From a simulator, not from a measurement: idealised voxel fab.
The following is a process module called voxel transistor to metal.
Xsec cut, 175 nm wide, square cell size 5 nm.
If you're reading a cross-section in this doc, picture square cells in a grid; it comes to you as bands, top ones listed first down to the bottom, and a band can be one or more rows of cells. Each band's line starts with the height of the band's top and of its bottom, in nm. Then come its materials from left to right, each with its width in nm. One material with "edge to edge" fills the band from edge to edge. "empty" is empty space. For the purposes of this specification, 0 denotes the height below which the wafer in its as-received condition is composed wholly of one material, and the lowermost band, lacking a lower limit, extends downward without end, as expressed in "from 0 down". A width given as "30 to 40" starts at the first number in the band's top row and ends at the second number in its bottom row, shifting by an equal amount at every step from row to row. You'll sometimes find "remained the same" written for a step, and that's the way of saying that nowhere in the cross-section did a cell change during that step. Entry "Voids, sealed" = empty spaces >= 8 cells with no open way to the top; each as width x height at distance, distance from left edge, all nm. Whatever follows a step's settings on its line is a remark the simulator itself makes about that step. overlay nm: for a step with a mask, the amount by which the mask lay right of where it was planned; a negative amount means left of it. Each pair below shows a cross-section before one step and the cross-section after it, down to the lowest band that changed. The line under each pair gives the step between them, with its settings. The pairs can come from different runs of this module on the same starting wafer, so a pair continues from the pair above only where its "State before step" says so.

[State before step]
* from 20 to 15 | polySi 30 nm | empty 115 nm | polySi 30 nm
* from 15 to 0 | polySi edge to edge
* from 0 to -5 | SiO2 30 nm | polySi 115 nm | SiO2 30 nm
* from -5 to -10 | SiO2 edge to edge
* from -10 to -40 | SiO2 45 nm | Si 85 nm | SiO2 45 nm
* from -40 down | Si edge to edge
* Voids, sealed: none

[State After Step]
* from 30 to 25 | SiCN 30 nm | empty 115 nm | SiCN 30 nm
* from 25 to 20 | SiCN edge to edge
* from 20 to 15 | polySi 30 nm | SiCN 115 nm | polySi 30 nm
* below 15: unchanged
* Voids, sealed: none
The step carried out between the cross-section before it and the cross-section after it, both shown above, is DIRECTIONAL_DEP [material SiCN] [thk nm 10]

State before step: per the after cross-section of the pair just above.

[State After Step]
* from 25 to 20 | empty 75 nm | SiCN 25 nm | empty 75 nm
* from 20 to 15 | polySi 30 nm | empty 45 nm | SiCN 25 nm | empty 45 nm | polySi 30 nm
* below 15: unchanged
* Voids, sealed: none
The step carried out between the cross-section before it and the cross-section after it, both shown above, is MASKED_ETCH [tone cover] [mask id GATE] [width nm 25] [etch materials SiCN] [depth nm 20] [overlay nm 0]

State before step: per the after cross-section of the pair just above.

[State After Step]
* from 25 to 15 | empty 75 nm | SiCN 25 nm | empty 75 nm
* from 15 to 0 | empty 75 nm | polySi 25 nm | empty 75 nm
* from 0 to -5 | SiO2 30 nm | empty 45 nm | polySi 25 nm | empty 45 nm | SiO2 30 nm
* below -5: unchanged
* Voids, sealed: none
The step carried out between the cross-section before it and the cross-section after it, both shown above, is MASKED_ETCH [tone cover] [mask id GATE] [width nm 25] [etch materials polySi] [depth nm 30] [overlay nm 0]

State before step: per the after cross-section of the pair just above.

[State After Step]
* from 30 to 25 | empty 70 nm | SiO2 35 nm | empty 70 nm
* from 25 to 15 | empty 70 nm | SiO2 5 nm | SiCN 25 nm | SiO2 5 nm | empty 70 nm
* from 15 to 5 | empty 70 nm | SiO2 5 nm | polySi 25 nm | SiO2 5 nm | empty 70 nm
* from 5 to 0 | SiO2 35 nm | empty 35 nm | SiO2 5 nm | polySi 25 nm | SiO2 5 nm | empty 35 nm | SiO2 35 nm
* from 0 to -5 | SiO2 75 nm | polySi 25 nm | SiO2 75 nm
* below -5: unchanged
* Voids, sealed: none
The step carried out between the cross-section before it and the cross-section after it, both shown above, is CONFORMAL_DEP [material SiO2] [thk nm 5]

State before step: per the after cross-section of the pair just above.

[State After Step]
* from 25 to 15 | empty 70 nm | SiO2 5 nm | SiCN 25 nm | SiO2 5 nm | empty 70 nm
* from 15 to 0 | empty 70 nm | SiO2 5 nm | polySi 25 nm | SiO2 5 nm | empty 70 nm
* from 0 to -5 | SiO2 35 nm | empty 35 nm | SiO2 5 nm | polySi 25 nm | SiO2 5 nm | empty 35 nm | SiO2 35 nm
* below -5: unchanged
* Voids, sealed: none
The step carried out between the cross-section before it and the cross-section after it, both shown above, is DIRECTIONAL_ETCH [etch materials SiO2] [depth nm 5]

State before step: per the after cross-section of the pair just above.

[State After Step]
* from 35 to 25 | empty 60 nm | SiN 55 nm | empty 60 nm
* from 25 to 15 | empty 60 nm | SiN 10 nm | SiO2 5 nm | SiCN 25 nm | SiO2 5 nm | SiN 10 nm | empty 60 nm
* from 15 to 10 | empty 60 nm | SiN 10 nm | SiO2 5 nm | polySi 25 nm | SiO2 5 nm | SiN 10 nm | empty 60 nm
* from 10 to 5 | SiN 45 nm | empty 15 nm | SiN 10 nm | SiO2 5 nm | polySi 25 nm | SiO2 5 nm | SiN 10 nm | empty 15 nm | SiN 45 nm
* from 5 to 0 | SiN 70 nm | SiO2 5 nm | polySi 25 nm | SiO2 5 nm | SiN 70 nm
* from 0 to -5 | SiO2 35 nm | SiN 35 nm | SiO2 5 nm | polySi 25 nm | SiO2 5 nm | SiN 35 nm | SiO2 35 nm
* below -5: unchanged
* Voids, sealed: none
The step carried out between the cross-section before it and the cross-section after it, both shown above, is CONFORMAL_DEP [material SiN] [thk nm 10]

State before step: per the after cross-section of the pair just above.

[State After Step]
* from 25 to 15 | empty 60 nm | SiN 10 nm | SiO2 5 nm | SiCN 25 nm | SiO2 5 nm | SiN 10 nm | empty 60 nm
* from 15 to 0 | empty 60 nm | SiN 10 nm | SiO2 5 nm | polySi 25 nm | SiO2 5 nm | SiN 10 nm | empty 60 nm
* from 0 to -5 | SiO2 35 nm | SiN 10 nm | empty 15 nm | SiN 10 nm | SiO2 5 nm | polySi 25 nm | SiO2 5 nm | SiN 10 nm | empty 15 nm | SiN 10 nm | SiO2 35 nm
* below -5: unchanged
* Voids, sealed: none
The step carried out between the cross-section before it and the cross-section after it, both shown above, is DIRECTIONAL_ETCH [etch materials SiN] [depth nm 10]

State before step: per the after cross-section of the pair just above.

[State After Step]
* from 25 to 20 | empty 60 nm | SiN 10 nm | empty 5 nm | SiCN 25 nm | empty 5 nm | SiN 10 nm | empty 60 nm
* from 20 to 15 | empty 60 nm | SiN 10 nm | SiO2 5 nm | SiCN 25 nm | SiO2 5 nm | SiN 10 nm | empty 60 nm
* from 15 to 0 | empty 60 nm | SiN 10 nm | SiO2 5 nm | polySi 25 nm | SiO2 5 nm | SiN 10 nm | empty 60 nm
* from 0 to -5 | empty 35 nm | SiN 10 nm | empty 15 nm | SiN 10 nm | SiO2 5 nm | polySi 25 nm | SiO2 5 nm | SiN 10 nm | empty 15 nm | SiN 10 nm | empty 35 nm
* from -5 to -10 | SiO2 45 nm | empty 15 nm | SiO2 55 nm | empty 15 nm | SiO2 45 nm
* below -10: unchanged
* Voids, sealed: none
The step carried out between the cross-section before it and the cross-section after it, both shown above, is DIRECTIONAL_ETCH [etch materials SiO2] [depth nm 5]

State before step: per the after cross-section of the pair just above.

[State After Step]
* from 25 to 20 | empty 60 nm | SiN 10 nm | empty 5 nm | SiCN 25 nm | empty 5 nm | SiN 10 nm | empty 60 nm
* from 20 to 15 | empty 60 nm | SiN 10 nm | SiO2 5 nm | SiCN 25 nm | SiO2 5 nm | SiN 10 nm | empty 60 nm
* from 15 to 0 | empty 60 nm | SiN 10 nm | SiO2 5 nm | polySi 25 nm | SiO2 5 nm | SiN 10 nm | empty 60 nm
* from 0 to -5 | empty 35 nm | SiN 10 nm | empty 15 nm | SiN 10 nm | SiO2 5 nm | polySi 25 nm | SiO2 5 nm | SiN 10 nm | empty 15 nm | SiN 10 nm | empty 35 nm
* from -5 to -10 | SiO2 45 nm | empty 15 nm | SiO2 55 nm | empty 15 nm | SiO2 45 nm
* from -10 to -25 | SiO2 45 nm | empty 15 nm | Si 55 nm | empty 15 nm | SiO2 45 nm
* below -25: unchanged
* Voids, sealed: none
The step carried out between the cross-section before it and the cross-section after it, both shown above, is DIRECTIONAL_ETCH [etch materials Si] [depth nm 15]

State before step: per the after cross-section of the pair just above.

[State After Step]
* from 25 to 20 | empty 60 nm | SiN 10 nm | empty 5 nm | SiCN 25 nm | empty 5 nm | SiN 10 nm | empty 60 nm
* from 20 to 15 | empty 60 nm | SiN 10 nm | SiO2 5 nm | SiCN 25 nm | SiO2 5 nm | SiN 10 nm | empty 60 nm
* from 15 to 5 | empty 60 nm | SiN 10 nm | SiO2 5 nm | polySi 25 nm | SiO2 5 nm | SiN 10 nm | empty 60 nm
* from 5 to 0 | empty 45 nm | nSi 15 nm | SiN 10 nm | SiO2 5 nm | polySi 25 nm | SiO2 5 nm | SiN 10 nm | nSi 15 nm | empty 45 nm
* from 0 to -5 | empty 35 nm | SiN 10 nm | nSi 15 nm | SiN 10 nm | SiO2 5 nm | polySi 25 nm | SiO2 5 nm | SiN 10 nm | nSi 15 nm | SiN 10 nm | empty 35 nm
* from -5 to -10 | SiO2 45 nm | nSi 15 nm | SiO2 55 nm | nSi 15 nm | SiO2 45 nm
* from -10 to -25 | SiO2 45 nm | nSi 15 nm | Si 55 nm | nSi 15 nm | SiO2 45 nm
* below -25: unchanged
* Voids, sealed: none
The step carried out between the cross-section before it and the cross-section after it, both shown above, is EPI [material nSi] [thk nm 15]

State before step: per the after cross-section of the pair just above.

[State After Step]
* from 30 to 25 | SiO2 edge to edge
* from 25 to 15 | SiO2 60 nm | SiN 10 nm | SiO2 5 nm | SiCN 25 nm | SiO2 5 nm | SiN 10 nm | SiO2 60 nm
* from 15 to 5 | SiO2 60 nm | SiN 10 nm | SiO2 5 nm | polySi 25 nm | SiO2 5 nm | SiN 10 nm | SiO2 60 nm
* from 5 to 0 | SiO2 45 nm | nSi 15 nm | SiN 10 nm | SiO2 5 nm | polySi 25 nm | SiO2 5 nm | SiN 10 nm | nSi 15 nm | SiO2 45 nm
* from 0 to -5 | SiO2 35 nm | SiN 10 nm | nSi 15 nm | SiN 10 nm | SiO2 5 nm | polySi 25 nm | SiO2 5 nm | SiN 10 nm | nSi 15 nm | SiN 10 nm | SiO2 35 nm
* below -5: unchanged
* Voids, sealed: none
The step carried out between the cross-section before it and the cross-section after it, both shown above, is FILL_DEP [material SiO2] [thk nm 5]

State before step: per the after cross-section of the pair just above.

[State After Step]
* from 15 to 5 | SiO2 60 nm | SiN 10 nm | SiO2 5 nm | polySi 25 nm | SiO2 5 nm | SiN 10 nm | SiO2 60 nm
* below 5: unchanged
* Voids, sealed: none
The step carried out between the cross-section before it and the cross-section after it, both shown above, is CMP [height nm 15]

State before step: per the after cross-section of the pair just above.

[State After Step]
* from 15 to 5 | SiO2 60 nm | SiN 10 nm | SiO2 5 nm | empty 25 nm | SiO2 5 nm | SiN 10 nm | SiO2 60 nm
* from 5 to 0 | SiO2 45 nm | nSi 15 nm | SiN 10 nm | SiO2 5 nm | empty 25 nm | SiO2 5 nm | SiN 10 nm | nSi 15 nm | SiO2 45 nm
* from 0 to -5 | SiO2 35 nm | SiN 10 nm | nSi 15 nm | SiN 10 nm | SiO2 5 nm | empty 25 nm | SiO2 5 nm | SiN 10 nm | nSi 15 nm | SiN 10 nm | SiO2 35 nm
* below -5: unchanged
* Voids, sealed: none
The step carried out between the cross-section before it and the cross-section after it, both shown above, is STRIP [etch materials polySi]

State before step: per the after cross-section of the pair just above.

[State After Step]
* from 15 to 10 | empty 60 nm | SiN 10 nm | empty 35 nm | SiN 10 nm | empty 60 nm
* from 10 to 5 | SiO2 60 nm | SiN 10 nm | empty 35 nm | SiN 10 nm | SiO2 60 nm
* from 5 to 0 | SiO2 45 nm | nSi 15 nm | SiN 10 nm | empty 35 nm | SiN 10 nm | nSi 15 nm | SiO2 45 nm
* from 0 to -5 | SiO2 35 nm | SiN 10 nm | nSi 15 nm | SiN 10 nm | empty 35 nm | SiN 10 nm | nSi 15 nm | SiN 10 nm | SiO2 35 nm
* from -5 to -10 | SiO2 45 nm | nSi 15 nm | SiO2 10 nm | empty 35 nm | SiO2 10 nm | nSi 15 nm | SiO2 45 nm
* below -10: unchanged
* Voids, sealed: none
The step carried out between the cross-section before it and the cross-section after it, both shown above, is SELECTIVE_ETCH [etch materials SiO2] [depth nm 5]

State before step: per the after cross-section of the pair just above.

[State After Step]
* from 20 to 15 | empty 55 nm | HfO2 20 nm | empty 25 nm | HfO2 20 nm | empty 55 nm
* from 15 to 10 | HfO2 60 nm | SiN 10 nm | HfO2 5 nm | empty 25 nm | HfO2 5 nm | SiN 10 nm | HfO2 60 nm
* from 10 to 5 | SiO2 60 nm | SiN 10 nm | HfO2 5 nm | empty 25 nm | HfO2 5 nm | SiN 10 nm | SiO2 60 nm
* from 5 to 0 | SiO2 45 nm | nSi 15 nm | SiN 10 nm | HfO2 5 nm | empty 25 nm | HfO2 5 nm | SiN 10 nm | nSi 15 nm | SiO2 45 nm
* from 0 to -5 | SiO2 35 nm | SiN 10 nm | nSi 15 nm | SiN 10 nm | HfO2 5 nm | empty 25 nm | HfO2 5 nm | SiN 10 nm | nSi 15 nm | SiN 10 nm | SiO2 35 nm
* from -5 to -10 | SiO2 45 nm | nSi 15 nm | SiO2 10 nm | HfO2 35 nm | SiO2 10 nm | nSi 15 nm | SiO2 45 nm
* below -10: unchanged
* Voids, sealed: none
The step carried out between the cross-section before it and the cross-section after it, both shown above, is CONFORMAL_DEP [material HfO2] [thk nm 5]

State before step: per the after cross-section of the pair just above.

[State After Step]
* from 25 to 20 | empty 50 nm | TiN 30 nm | empty 15 nm | TiN 30 nm | empty 50 nm
* from 20 to 15 | TiN 55 nm | HfO2 20 nm | TiN 5 nm | empty 15 nm | TiN 5 nm | HfO2 20 nm | TiN 55 nm
* from 15 to 10 | HfO2 60 nm | SiN 10 nm | HfO2 5 nm | TiN 5 nm | empty 15 nm | TiN 5 nm | HfO2 5 nm | SiN 10 nm | HfO2 60 nm
* from 10 to 5 | SiO2 60 nm | SiN 10 nm | HfO2 5 nm | TiN 5 nm | empty 15 nm | TiN 5 nm | HfO2 5 nm | SiN 10 nm | SiO2 60 nm
* from 5 to 0 | SiO2 45 nm | nSi 15 nm | SiN 10 nm | HfO2 5 nm | TiN 5 nm | empty 15 nm | TiN 5 nm | HfO2 5 nm | SiN 10 nm | nSi 15 nm | SiO2 45 nm
* from 0 to -5 | SiO2 35 nm | SiN 10 nm | nSi 15 nm | SiN 10 nm | HfO2 5 nm | TiN 25 nm | HfO2 5 nm | SiN 10 nm | nSi 15 nm | SiN 10 nm | SiO2 35 nm
* below -5: unchanged
* Voids, sealed: none
The step carried out between the cross-section before it and the cross-section after it, both shown above, is CONFORMAL_DEP [material TiN] [thk nm 5]

State before step: per the after cross-section of the pair just above.

[State After Step]
* from 35 to 25 | W edge to edge
* from 25 to 20 | W 50 nm | TiN 30 nm | W 15 nm | TiN 30 nm | W 50 nm
* from 20 to 15 | TiN 55 nm | HfO2 20 nm | TiN 5 nm | W 15 nm | TiN 5 nm | HfO2 20 nm | TiN 55 nm
* from 15 to 10 | HfO2 60 nm | SiN 10 nm | HfO2 5 nm | TiN 5 nm | W 15 nm | TiN 5 nm | HfO2 5 nm | SiN 10 nm | HfO2 60 nm
* from 10 to 5 | SiO2 60 nm | SiN 10 nm | HfO2 5 nm | TiN 5 nm | W 15 nm | TiN 5 nm | HfO2 5 nm | SiN 10 nm | SiO2 60 nm
* from 5 to 0 | SiO2 45 nm | nSi 15 nm | SiN 10 nm | HfO2 5 nm | TiN 5 nm | W 15 nm | TiN 5 nm | HfO2 5 nm | SiN 10 nm | nSi 15 nm | SiO2 45 nm
* below 0: unchanged
* Voids, sealed: none
The step carried out between the cross-section before it and the cross-section after it, both shown above, is FILL_DEP [material W] [thk nm 10]

State before step: per the after cross-section of the pair just above.

[State After Step]
* from 10 to 5 | SiO2 60 nm | SiN 10 nm | HfO2 5 nm | TiN 5 nm | W 15 nm | TiN 5 nm | HfO2 5 nm | SiN 10 nm | SiO2 60 nm
* below 5: unchanged
* Voids, sealed: none
The step carried out between the cross-section before it and the cross-section after it, both shown above, is CMP [height nm 10]

State before step: per the after cross-section of the pair just above.

[State After Step]
* from 25 to 10 | SiO2 edge to edge
* below 10: unchanged
* Voids, sealed: none
The step carried out between the cross-section before it and the cross-section after it, both shown above, is DIRECTIONAL_DEP [material SiO2] [thk nm 15]

State before step: per the after cross-section of the pair just above.

[State After Step]
* from 35 to 25 | aC edge to edge
* below 25: unchanged
* Voids, sealed: none
The step carried out between the cross-section before it and the cross-section after it, both shown above, is DIRECTIONAL_DEP [material aC] [thk nm 10]

State before step: per the after cross-section of the pair just above.

[State After Step]
* from 65 to 35 | resist 40 nm | empty 20 nm | resist 55 nm | empty 20 nm | resist 40 nm
* below 35: unchanged
* Voids, sealed: none
The step carried out between the cross-section before it and the cross-section after it, both shown above, is PATTERN [tone open] [mask id CONTACT] [material resist] [width nm 20] [pitch nm 75] [thk nm 30] [overlay nm 0]

State before step: per the after cross-section of the pair just above.

[State After Step]
* from 55 to 35 | resist 40 nm | empty 20 nm | resist 55 nm | empty 20 nm | resist 40 nm
* from 35 to 25 | aC 40 nm | empty 20 nm | aC 55 nm | empty 20 nm | aC 40 nm
* below 25: unchanged
* Voids, sealed: none
The step carried out between the cross-section before it and the cross-section after it, both shown above, is DIRECTIONAL_ETCH [etch materials aC] [depth nm 10]

State before step: per the after cross-section of the pair just above.

[State After Step]
* from 35 to 25 | aC 40 nm | empty 20 nm | aC 55 nm | empty 20 nm | aC 40 nm
* below 25: unchanged
* Voids, sealed: none
The step carried out between the cross-section before it and the cross-section after it, both shown above, is STRIP [etch materials resist]

State before step: per the after cross-section of the pair just above.

[State After Step]
* from 35 to 25 | aC 40 nm | empty 20 nm | aC 55 nm | empty 20 nm | aC 40 nm
* from 25 to 10 | SiO2 40 nm | empty 20 nm | SiO2 55 nm | empty 20 nm | SiO2 40 nm
* from 10 to 5 | SiO2 40 nm | empty 20 nm | SiN 10 nm | HfO2 5 nm | TiN 5 nm | W 15 nm | TiN 5 nm | HfO2 5 nm | SiN 10 nm | empty 20 nm | SiO2 40 nm
* below 5: unchanged
* Voids, sealed: none
The step carried out between the cross-section before it and the cross-section after it, both shown above, is DIRECTIONAL_ETCH [etch materials SiO2] [depth nm 20]

State before step: per the after cross-section of the pair just above.

[State After Step]
* from 25 to 10 | SiO2 40 nm | empty 20 nm | SiO2 55 nm | empty 20 nm | SiO2 40 nm
* below 10: unchanged
* Voids, sealed: none
The step carried out between the cross-section before it and the cross-section after it, both shown above, is STRIP [etch materials aC]

State before step: per the after cross-section of the pair just above.

[State After Step]
* from 30 to 25 | TiN 45 nm | empty 10 nm | TiN 65 nm | empty 10 nm | TiN 45 nm
* from 25 to 10 | SiO2 40 nm | TiN 5 nm | empty 10 nm | TiN 5 nm | SiO2 55 nm | TiN 5 nm | empty 10 nm | TiN 5 nm | SiO2 40 nm
* from 10 to 5 | SiO2 40 nm | TiN 20 nm | SiN 10 nm | HfO2 5 nm | TiN 5 nm | W 15 nm | TiN 5 nm | HfO2 5 nm | SiN 10 nm | TiN 20 nm | SiO2 40 nm
* below 5: unchanged
* Voids, sealed: none
The step carried out between the cross-section before it and the cross-section after it, both shown above, is CONFORMAL_DEP [material TiN] [thk nm 5]

State before step: per the after cross-section of the pair just above.

[State After Step]
* from 40 to 30 | W edge to edge
* from 30 to 25 | TiN 45 nm | W 10 nm | TiN 65 nm | W 10 nm | TiN 45 nm
* from 25 to 10 | SiO2 40 nm | TiN 5 nm | W 10 nm | TiN 5 nm | SiO2 55 nm | TiN 5 nm | W 10 nm | TiN 5 nm | SiO2 40 nm
* below 10: unchanged
* Voids, sealed: none
The step carried out between the cross-section before it and the cross-section after it, both shown above, is FILL_DEP [material W] [thk nm 10]

State before step: per the after cross-section of the pair just above.

[State After Step]
* from 25 to 10 | SiO2 40 nm | TiN 5 nm | W 10 nm | TiN 5 nm | SiO2 55 nm | TiN 5 nm | W 10 nm | TiN 5 nm | SiO2 40 nm
* below 10: unchanged
* Voids, sealed: none
The step carried out between the cross-section before it and the cross-section after it, both shown above, is CMP [height nm 25]

State before step: per the after cross-section of the pair just above.

[State After Step]
* from 30 to 25 | TiN edge to edge
* below 25: unchanged
* Voids, sealed: none
The step carried out between the cross-section before it and the cross-section after it, both shown above, is DIRECTIONAL_DEP [material TiN] [thk nm 5]

State before step: per the after cross-section of the pair just above.

[State After Step]
* from 45 to 30 | W edge to edge
* below 30: unchanged
* Voids, sealed: none
The step carried out between the cross-section before it and the cross-section after it, both shown above, is DIRECTIONAL_DEP [material W] [thk nm 15]

State before step: per the after cross-section of the pair just above.

[State After Step]
* from 65 to 45 | empty 40 nm | resist 20 nm | empty 55 nm | resist 20 nm | empty 40 nm
* below 45: unchanged
* Voids, sealed: none
The step carried out between the cross-section before it and the cross-section after it, both shown above, is PATTERN [tone cover] [mask id METAL_1] [material resist] [width nm 20] [pitch nm 75] [thk nm 20] [overlay nm 0]

State before step: per the after cross-section of the pair just above.

[State After Step]
* from 65 to 45 | empty 40 nm | resist 20 nm | empty 55 nm | resist 20 nm | empty 40 nm
* from 45 to 30 | empty 40 nm | W 20 nm | empty 55 nm | W 20 nm | empty 40 nm
* below 30: unchanged
* Voids, sealed: none
The step carried out between the cross-section before it and the cross-section after it, both shown above, is DIRECTIONAL_ETCH [etch materials W] [depth nm 15]

State before step: per the after cross-section of the pair just above.

[State After Step]
* from 65 to 45 | empty 40 nm | resist 20 nm | empty 55 nm | resist 20 nm | empty 40 nm
* from 45 to 30 | empty 40 nm | W 20 nm | empty 55 nm | W 20 nm | empty 40 nm
* from 30 to 25 | empty 40 nm | TiN 20 nm | empty 55 nm | TiN 20 nm | empty 40 nm
* below 25: unchanged
* Voids, sealed: none
The step carried out between the cross-section before it and the cross-section after it, both shown above, is DIRECTIONAL_ETCH [etch materials TiN] [depth nm 5]

State before step: per the after cross-section of the pair just above.

[State After Step]
* from 45 to 30 | empty 40 nm | W 20 nm | empty 55 nm | W 20 nm | empty 40 nm
* below 30: unchanged
* Voids, sealed: none
The step carried out between the cross-section before it and the cross-section after it, both shown above, is STRIP [etch materials resist]

State before step: per the after cross-section of the pair just above.

[State After Step]
* from 55 to 45 | SiO2 edge to edge
* from 45 to 30 | SiO2 40 nm | W 20 nm | SiO2 55 nm | W 20 nm | SiO2 40 nm
* from 30 to 25 | SiO2 40 nm | TiN 20 nm | SiO2 55 nm | TiN 20 nm | SiO2 40 nm
* below 25: unchanged
* Voids, sealed: none
The step carried out between the cross-section before it and the cross-section after it, both shown above, is FILL_DEP [material SiO2] [thk nm 10]

State before step: per the after cross-section of the pair just above.

[State After Step]
* from 45 to 30 | SiO2 40 nm | W 20 nm | SiO2 55 nm | W 20 nm | SiO2 40 nm
* below 30: unchanged
* Voids, sealed: none
The step carried out between the cross-section before it and the cross-section after it, both shown above, is CMP [height nm 45]

State before step: per the after cross-section of the pair just above.

[State After Step]
* from 50 to 45 | SiCN edge to edge
* below 45: unchanged
* Voids, sealed: none
The step carried out between the cross-section before it and the cross-section after it, both shown above, is CONFORMAL_DEP [material SiCN] [thk nm 5]

State before step: per the after cross-section of the pair just above.

[State After Step]
* from 75 to 50 | SiO2 edge to edge
* below 50: unchanged
* Voids, sealed: none
The step carried out between the cross-section before it and the cross-section after it, both shown above, is DIRECTIONAL_DEP [material SiO2] [thk nm 25]

State before step: per the after cross-section of the pair just above.

[State After Step]
* from 75 to 60 | SiO2 40 nm | empty 20 nm | SiO2 55 nm | empty 20 nm | SiO2 40 nm
* below 60: unchanged
* Voids, sealed: none
The step carried out between the cross-section before it and the cross-section after it, both shown above, is MASKED_ETCH [tone open] [mask id METAL_2] [width nm 20] [pitch nm 75] [etch materials SiO2] [depth nm 15] [overlay nm 0]

State before step: per the after cross-section of the pair just above.

[State After Step]
* from 75 to 60 | SiO2 40 nm | empty 20 nm | SiO2 55 nm | empty 20 nm | SiO2 40 nm
* from 60 to 50 | SiO2 40 nm | empty 15 nm | SiO2 60 nm | empty 15 nm | SiO2 45 nm
* below 50: unchanged
* Voids, sealed: none
The step carried out between the cross-section before it and the cross-section after it, both shown above, is MASKED_ETCH [tone open] [mask id METAL_2_HOLES] [width nm 15] [pitch nm 75] [etch materials SiO2] [depth nm 10] [overlay nm 0]

State before step: per the after cross-section of the pair just above.

[State After Step]
* from 75 to 60 | SiO2 40 nm | empty 20 nm | SiO2 55 nm | empty 20 nm | SiO2 40 nm
* from 60 to 50 | SiO2 40 nm | empty 15 nm | SiO2 60 nm | empty 15 nm | SiO2 45 nm
* from 50 to 45 | SiCN 40 nm | empty 15 nm | SiCN 60 nm | empty 15 nm | SiCN 45 nm
* below 45: unchanged
* Voids, sealed: none
The step carried out between the cross-section before it and the cross-section after it, both shown above, is MASKED_ETCH [tone open] [mask id METAL_2_HOLES] [width nm 15] [pitch nm 75] [etch materials SiCN] [depth nm 5] [overlay nm 0]

State before step: per the after cross-section of the pair just above.

[State After Step]
* from 80 to 75 | TiN 45 nm | empty 10 nm | TiN 65 nm | empty 10 nm | TiN 45 nm
* from 75 to 65 | SiO2 40 nm | TiN 5 nm | empty 10 nm | TiN 5 nm | SiO2 55 nm | TiN 5 nm | empty 10 nm | TiN 5 nm | SiO2 40 nm
* from 65 to 60 | SiO2 40 nm | TiN 5 nm | empty 5 nm | TiN 10 nm | SiO2 55 nm | TiN 5 nm | empty 5 nm | TiN 10 nm | SiO2 40 nm
* from 60 to 50 | SiO2 40 nm | TiN 5 nm | empty 5 nm | TiN 5 nm | SiO2 60 nm | TiN 5 nm | empty 5 nm | TiN 5 nm | SiO2 45 nm
* from 50 to 45 | SiCN 40 nm | TiN 15 nm | SiCN 60 nm | TiN 15 nm | SiCN 45 nm
* below 45: unchanged
* Voids, sealed: none
The step carried out between the cross-section before it and the cross-section after it, both shown above, is CONFORMAL_DEP [material TiN] [thk nm 5]

State before step: per the after cross-section of the pair just above.

[State After Step]
* from 85 to 80 | Cu edge to edge
* from 80 to 75 | TiN 45 nm | Cu 10 nm | TiN 65 nm | Cu 10 nm | TiN 45 nm
* from 75 to 65 | SiO2 40 nm | TiN 5 nm | Cu 10 nm | TiN 5 nm | SiO2 55 nm | TiN 5 nm | Cu 10 nm | TiN 5 nm | SiO2 40 nm
* from 65 to 60 | SiO2 40 nm | TiN 5 nm | Cu 5 nm | TiN 10 nm | SiO2 55 nm | TiN 5 nm | Cu 5 nm | TiN 10 nm | SiO2 40 nm
* from 60 to 50 | SiO2 40 nm | TiN 5 nm | Cu 5 nm | TiN 5 nm | SiO2 60 nm | TiN 5 nm | Cu 5 nm | TiN 5 nm | SiO2 45 nm
* below 50: unchanged
* Voids, sealed: none
The step carried out between the cross-section before it and the cross-section after it, both shown above, is FILL_DEP [material Cu] [thk nm 5]

State before step: per the after cross-section of the pair just above.

[State After Step]
* from 75 to 65 | SiO2 40 nm | TiN 5 nm | Cu 10 nm | TiN 5 nm | SiO2 55 nm | TiN 5 nm | Cu 10 nm | TiN 5 nm | SiO2 40 nm
* below 65: unchanged
* Voids, sealed: none
The step carried out between the cross-section before it and the cross-section after it, both shown above, is CMP [height nm 75]

State before step: per the after cross-section of the pair just above.

[State After Step]
* from 80 to 75 | SiN edge to edge
* below 75: unchanged
* Voids, sealed: none
The step carried out between the cross-section before it and the cross-section after it, both shown above, is CONFORMAL_DEP [material SiN] [thk nm 5]

[State before step]
* from 10 to 0 | SiN edge to edge
* from 0 to -5 | SiO2 edge to edge
* from -5 down | Si edge to edge
* Voids, sealed: none

[State After Step]
* from 30 to 10 | empty 40 nm | resist 95 nm | empty 40 nm
* below 10: unchanged
* Voids, sealed: none
The step carried out between the cross-section before it and the cross-section after it, both shown above, is PATTERN [tone cover] [mask id ACTIVE] [material resist] [width nm 95] [thk nm 20] [overlay nm 0]

State before step: per the after cross-section of the pair just above.

[State After Step]
* from 30 to 10 | empty 40 nm | resist 95 nm | empty 40 nm
* from 10 to 0 | empty 40 nm | SiN 95 nm | empty 40 nm
* below 0: unchanged
* Voids, sealed: none
The step carried out between the cross-section before it and the cross-section after it, both shown above, is DIRECTIONAL_ETCH [etch materials SiN] [depth nm 10]

State before step: per the after cross-section of the pair just above.

[State After Step]
* from 30 to 10 | empty 40 nm | resist 95 nm | empty 40 nm
* from 10 to 0 | empty 40 nm | SiN 95 nm | empty 40 nm
* from 0 to -5 | empty 40 nm | SiO2 95 nm | empty 40 nm
* below -5: unchanged
* Voids, sealed: none
The step carried out between the cross-section before it and the cross-section after it, both shown above, is DIRECTIONAL_ETCH [etch materials SiO2] [depth nm 5]

State before step: per the after cross-section of the pair just above.

[State After Step]
* from 30 to 10 | empty 40 nm | resist 95 nm | empty 40 nm
* from 10 to 0 | empty 40 nm | SiN 95 nm | empty 40 nm
* from 0 to -5 | empty 40 nm | SiO2 95 nm | empty 40 nm
* from -5 to -30 | empty 40 nm | Si 95 nm | empty 40 nm
* below -30: unchanged
* Voids, sealed: none
The step carried out between the cross-section before it and the cross-section after it, both shown above, is DIRECTIONAL_ETCH [etch materials Si] [depth nm 25]

State before step: per the after cross-section of the pair just above.

[State After Step]
* from 10 to 0 | empty 40 nm | SiN 95 nm | empty 40 nm
* below 0: unchanged
* Voids, sealed: none
The step carried out between the cross-section before it and the cross-section after it, both shown above, is STRIP [etch materials resist]

State before step: per the after cross-section of the pair just above.

[State After Step]
* from 10 to 0 | empty 40 nm | SiN 95 nm | empty 40 nm
* from 0 to -5 | empty 40 nm | SiO2 95 nm | empty 40 nm
* from -5 to -30 | empty 40 nm | SiO2 5 nm | Si 85 nm | SiO2 5 nm | empty 40 nm
* from -30 to -35 | SiO2 45 nm | Si 85 nm | SiO2 45 nm
* below -35: unchanged
* Voids, sealed: none
The step carried out between the cross-section before it and the cross-section after it, both shown above, is OXIDIZE [depth nm 5]

State before step: per the after cross-section of the pair just above.

[State After Step]
* from 25 to 10 | SiO2 edge to edge
* from 10 to 0 | SiO2 40 nm | SiN 95 nm | SiO2 40 nm
* from 0 to -5 | SiO2 edge to edge
* from -5 to -35 | SiO2 45 nm | Si 85 nm | SiO2 45 nm
* below -35: unchanged
* Voids, sealed: none
The step carried out between the cross-section before it and the cross-section after it, both shown above, is FILL_DEP [material SiO2] [thk nm 15]
